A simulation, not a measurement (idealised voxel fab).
The process module presented herein is designated voxel ribs on slabs.
Section cut is 270 nm wide and gridded with 5 nm square cells.
Bands, listed from the top down, are how a cross-section gets written in this document; the cross-section itself is a grid of square cells, and a band is one or more rows of them.
A band entry consists of two parts. The first gives the height of the band's top and the height of its bottom, in nm. The rest lists the band's materials from left to right, each with its width in nm. A single material labelled with the word "everywhere" fills the band from edge to edge, and the word "air" marks empty space.
Heights are reckoned from 0. Under this level, the received wafer is all of one material. The bottommost band is open-ended downward, for example "0..down".
A two-number width, for instance "30->40", indicates that the width is equal to the first number in the top row of the band and to the second number in the bottom row, and that it changes by a constant amount per row of cells.
Step note "nothing altered" = no cross-section cell changed.
Heads up: "Closed empty spaces" only lists the empty pockets with no open path to the top that are 8 cells or more, and it writes them as width x height at distance, distance from the left edge, in nm.
Formally, on a step line, whatever follows the settings is a remark that the simulator itself makes on the step.
A step's line can hold "overlay nm"; with a mask on that step, the setting says how far right of the planned place the mask lay, while a negative setting says it lay to the left.

The following list gives the planned process steps:
| 1 | RECEIVE (material Si) |
| 2 | DIRECTIONAL_DEP (material SiO2; thk nm 30) |
| 3 | DIRECTIONAL_DEP (material polySi; thk nm 20) |
| 4 | PATTERN (tone cover; mask id RIB; material resist; width nm 30; thk nm 20; overlay nm 0) |
| 5 | DIRECTIONAL_ETCH (etch materials polySi; depth nm 10) |
| 6 | STRIP (etch materials resist) |
| 7 | MASKED_ETCH (tone cover; mask id SLAB; width nm 60; etch materials polySi; depth nm 10; overlay nm 0) |
| 8 | FILL_DEP (material SiO2; thk nm 20) |
| 9 | CMP (height nm 60) |
| 10 | DIRECTIONAL_DEP (material W; thk nm 5) |
| 11 | MASKED_ETCH (tone cover; mask id HEATER; width nm 40; etch materials W; depth nm 5; overlay nm 0) |
| 12 | CONFORMAL_DEP (material SiO2; thk nm 5) |

Cross-sectional view of the wafer in its as-received condition, corresponding to the state after step 1:
0..down: Si everywhere
Closed empty spaces: none

First of two wafers, end-of-module section, run followed plan:
70..65: air (110), then SiO2 (50), then air (110)
65..60: SiO2 (115), then W (40), then SiO2 (115)
60..50: SiO2 everywhere
50..40: SiO2 (120), then polySi (30), then SiO2 (120)
40..30: SiO2 (105), then polySi (60), then SiO2 (105)
30..0: SiO2 everywhere
0..down: Si everywhere
Closed empty spaces: none

What the second wafer looks like in cross-section once the module is done. Its start and its plan matched the first wafer's exactly; what differed was one mistake in how it was run:
70..65: air (110), then SiO2 (50), then air (110)
65..60: SiO2 (115), then W (40), then SiO2 (115)
60..20: SiO2 everywhere
20..0: polySi everywhere
0..down: Si everywhere
Closed empty spaces: none
Deviation from plan: it was found that steps 2 and 3 of the process plan had been performed in exchanged positions
At the finish, the second wafer shows more or fewer cells for some materials than the first does: -180 SiO2; +180 polySi
